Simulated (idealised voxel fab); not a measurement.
The process module presented herein is designated voxel ribs on slabs.
cross-section cut | 275 nm wide | cells 5 nm
Format of a cross-section: grid, square cells. Given as bands. Order: top down. Band: one or more rows of cells.
Within each band entry, the heights of the top and of the bottom of the band appear first, in that order and in nm; the materials of the band then follow from left to right, each with its corresponding width in nm. The designation "full width" on a single material indicates that it fills the band from edge to edge; the designation "empty" indicates empty space.
Heights from 0 (as-received wafer is one material below). Bottom band endless downward, as "0..down".
Top row gets the first number, bottom row gets the second, and each row in between changes by the same step: that is how a band width like "30 to 40" works.
"nothing different" after a step means that no cell of the cross-section changed.
In the "Enclosed cavities" entry, you get each enclosed empty space of 8 cells or more, one with no open way to the top, written width x height at distance, distance from the left edge, in nm.
That trailing text on a step's line, after the settings, is the simulator's own remark on the step.
Regarding "overlay nm": on a step with a mask, it is the distance the mask lay to the right of its planned place; a negative value places it to the left.
[List of planned process steps]
1) RECEIVE (material Si)
2) DIRECTIONAL_DEP (material SiO2; thk nm 20)
3) DIRECTIONAL_DEP (material polySi; thk nm 15)
4) DIRECTIONAL_DEP (material aC; thk nm 15)
5) PATTERN (tone cover; mask id RIB; material resist; width nm 15; thk nm 30; overlay nm 0)
6) DIRECTIONAL_ETCH (etch materials aC; depth nm 15)
7) STRIP (etch materials resist)
8) DIRECTIONAL_ETCH (etch materials polySi; depth nm 10)
9) STRIP (etch materials aC)
10) MASKED_ETCH (tone cover; mask id SLAB; width nm 75; etch materials polySi; depth nm 5; overlay nm 0)
11) FILL_DEP (material SiO2; thk nm 15)
12) CMP (height nm 45)
13) DIRECTIONAL_DEP (material W; thk nm 10)
14) MASKED_ETCH (tone cover; mask id HEATER; width nm 25; etch materials W; depth nm 10; overlay nm 0)
15) CONFORMAL_DEP (material SiO2; thk nm 5)
[Cross-section of the wafer as it came to us, i.e., already through step 1]
> 0..down | Si full width
> Enclosed cavities: none
[Same starting wafer, same plan as above, one mistake in the execution; this is the cross-section at the end of the module]
> 60..55 | empty: 120  SiO2: 35  empty: 120
> 55..50 | empty: 120  SiO2: 5  W: 25  SiO2: 5  empty: 120
> 50..45 | SiO2: 125  W: 25  SiO2: 125
> 45..30 | SiO2 full width
> 30..25 | SiO2: 130  polySi: 15  SiO2: 130
> 25..20 | polySi: 100  SiO2: 30  polySi: 15  SiO2: 30  polySi: 100
> 20..0 | SiO2 full width
> 0..down | Si full width
> Enclosed cavities: none
The plan and the run diverged here: step 10, actual vs plan mismatch, actual run MASKED_ETCH (tone open; mask id SLAB; width nm 75; etch materials polySi; depth nm 5; overlay nm 0)
